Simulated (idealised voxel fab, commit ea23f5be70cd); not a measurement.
process module | voxel tone inversion
cross-section cut | 275 nm wide | cells 5 nm
A cross-section is a grid of square cells, given in bands from the top down. A band is one or more rows of cells.
Each band's line starts with the height of the band's top and of its bottom, in nm. Then come its materials from left to right, each with its width in nm. One material with "throughout" fills the band from edge to edge. "air" is empty space.
Height 0 is the level under which the wafer as received is all one material. The lowest band goes on downwards, as in "0 down".
A width such as "30 to 40" changes by the same amount from each row of cells to the next, from the band's top row to its bottom row.
"no change" after a step means that no cell of the cross-section changed.
closed voids: empty space of 8 cells or more with no open way to the top, each as width x height at its distance from the left edge, in nm
after a step's settings: what the simulator itself notes on the step
overlay nm, on a step with a mask: how far to the right of its planned place the mask lay; to the left if negative
plan
1 op RECEIVE | material Si
2 op CONFORMAL_DEP | material SiN | thk nm 10
3 op DIRECTIONAL_DEP | material polySi | thk nm 20
4 op PATTERN | tone cover | mask id POSTS | material resist | width nm 25 | pitch nm 40 | thk nm 30 | overlay nm 0
5 op DIRECTIONAL_ETCH | etch materials polySi | depth nm 20
6 op STRIP | etch materials resist
7 op FILL_DEP | material lowk | thk nm 5
8 op CMP | height nm 20
9 op STRIP | etch materials polySi
varied across the wafers: height nm of step 8. The plan shows the first wafer's value. All wafers start alike
first wafer as received, after step 1
  0 down: Si throughout
  closed voids: none
each wafer at the end: cells of each material gained (+) or lost (-) since it was received, then its closed voids
height nm 20 | +110 SiN | +80 lowk | closed voids: none
height nm 25 | +110 SiN | +120 lowk | closed voids: none
height nm 30 | +110 SiN | +160 lowk | closed voids: none
height nm 35 | +110 SiN | +215 lowk | +60 polySi | closed voids: none
